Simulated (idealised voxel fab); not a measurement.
process module | voxel ribs on slabs
cross-section cut | 195 nm wide | cells 5 nm
A cross-section is a grid of square cells, given in bands from the top down. A band is one or more rows of cells.
Each band's line starts with the height of the band's top and of its bottom, in nm. Then come its materials from left to right, each with its width in nm. One material with "throughout" fills the band from edge to edge. "air" is empty space.
Height 0 is the level under which the wafer as received is all one material. The lowest band goes on downwards, as in "0 down".
A width such as "30 to 40" changes by the same amount from each row of cells to the next, from the band's top row to its bottom row.
"no change" after a step means that no cell of the cross-section changed.
closed voids: empty space of 8 cells or more with no open way to the top, each as width x height at its distance from the left edge, in nm
after a step's settings: what the simulator itself notes on the step
overlay nm, on a step with a mask: how far to the right of its planned place the mask lay; to the left if negative
plan
1 op RECEIVE | material Si
2 op DIRECTIONAL_DEP | material SiO2 | thk nm 25
3 op DIRECTIONAL_DEP | material polySi | thk nm 15
4 op DIRECTIONAL_DEP | material aC | thk nm 15
5 op PATTERN | tone cover | mask id RIB | material resist | width nm 15 | thk nm 35 | overlay nm 0
6 op DIRECTIONAL_ETCH | etch materials aC | depth nm 15
7 op STRIP | etch materials resist
8 op DIRECTIONAL_ETCH | etch materials polySi | depth nm 10
9 op STRIP | etch materials aC
10 op MASKED_ETCH | tone cover | mask id SLAB | width nm 45 | etch materials polySi | depth nm 5 | overlay nm 0
11 op FILL_DEP | material SiO2 | thk nm 20
12 op CMP | height nm 50
13 op DIRECTIONAL_DEP | material W | thk nm 5
14 op PATTERN | tone cover | mask id HEATER | material resist | width nm 25 | thk nm 15 | overlay nm 0
15 op DIRECTIONAL_ETCH | etch materials W | depth nm 5
16 op STRIP | etch materials resist
17 op CONFORMAL_DEP | material SiN | thk nm 5
as received, after step 1
  0 down: Si throughout
  closed voids: none
a wafer at the end: this start, this plan, one mistake
  60 to 55: air 80 | SiN 35 | air 80
  55 to 50: SiN 85 | W 25 | SiN 85
  50 to 40: SiO2 throughout
  40 to 30: SiO2 85 | polySi 25 | SiO2 85
  30 to 25: SiO2 75 | polySi 45 | SiO2 75
  25 to 0: SiO2 throughout
  0 down: Si throughout
  closed voids: none
what went wrong: step 5 ran as: op PATTERN | tone cover | mask id RIB | material resist | width nm 25 | thk nm 35 | overlay nm 0
